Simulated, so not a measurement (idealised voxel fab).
process module | voxel fin reveal
cross-section cut | 270 nm wide | cells 5 nm
A cross-section is a grid of square cells, given in bands from the top down. A band is one or more rows of cells.
Each band's line starts with the height of the band's top and of its bottom, in nm. Then come its materials from left to right, each with its width in nm. One material with "throughout" fills the band from edge to edge. "air" is empty space.
Height 0 is the level under which the wafer as received is all one material. The lowest band goes on downwards, as in "0 down".
A width such as "30 to 40" changes by the same amount from each row of cells to the next, from the band's top row to its bottom row.
"no change" after a step means that no cell of the cross-section changed.
closed voids: empty space of 8 cells or more with no open way to the top, each as width x height at its distance from the left edge, in nm
after a step's settings: what the simulator itself notes on the step
overlay nm, on a step with a mask: how far to the right of its planned place the mask lay; to the left if negative
plan
1 op RECEIVE | material Si
2 op CONFORMAL_DEP | material SiN | thk nm 5
3 op PATTERN | tone cover | mask id FINS | material resist | width nm 15 | pitch nm 35 | thk nm 20 | overlay nm 0
4 op DIRECTIONAL_ETCH | etch materials SiN | depth nm 5
5 op DIRECTIONAL_ETCH | etch materials Si | depth nm 35
6 op STRIP | etch materials resist
7 op OXIDIZE | depth nm 5
8 op FILL_DEP | material SiO2 | thk nm 15
9 op CMP | height nm 5
10 op SELECTIVE_ETCH | etch materials SiO2 | depth nm 20
11 op STRIP | etch materials SiN
12 op CONFORMAL_DEP | material SiO2 | thk nm 5
as received, after step 1
  0 down: Si throughout
  closed voids: none
first wafer at the end, as planned
  5 to 0: air 75 | SiO2 15 | air 20 | SiO2 15 | air 20 | SiO2 15 | air 20 | SiO2 15 | air 75
  0 to -10: air 75 | SiO2 5 | Si 5 | SiO2 5 | air 20 | SiO2 5 | Si 5 | SiO2 5 | air 20 | SiO2 5 | Si 5 | SiO2 5 | air 20 | SiO2 5 | Si 5 | SiO2 5 | air 75
  -10 to -40: SiO2 80 | Si 5 | SiO2 30 | Si 5 | SiO2 30 | Si 5 | SiO2 30 | Si 5 | SiO2 80
  -40 down: Si throughout
  closed voids: none
second wafer at the end: like start, like plan, one mistake
  5 to 0: air 85 | SiO2 15 | air 20 | SiO2 15 | air 20 | SiO2 15 | air 20 | SiO2 15 | air 65
  0 to -10: air 85 | SiO2 5 | Si 5 | SiO2 5 | air 20 | SiO2 5 | Si 5 | SiO2 5 | air 20 | SiO2 5 | Si 5 | SiO2 5 | air 20 | SiO2 5 | Si 5 | SiO2 5 | air 65
  -10 to -40: SiO2 90 | Si 5 | SiO2 30 | Si 5 | SiO2 30 | Si 5 | SiO2 30 | Si 5 | SiO2 70
  -40 down: Si throughout
  closed voids: none
what went wrong: step 3 ran as: op PATTERN | tone cover | mask id FINS | material resist | width nm 15 | pitch nm 35 | thk nm 20 | overlay nm 10
at the end the second wafer has, in cells: as many of each material as the first, in other places
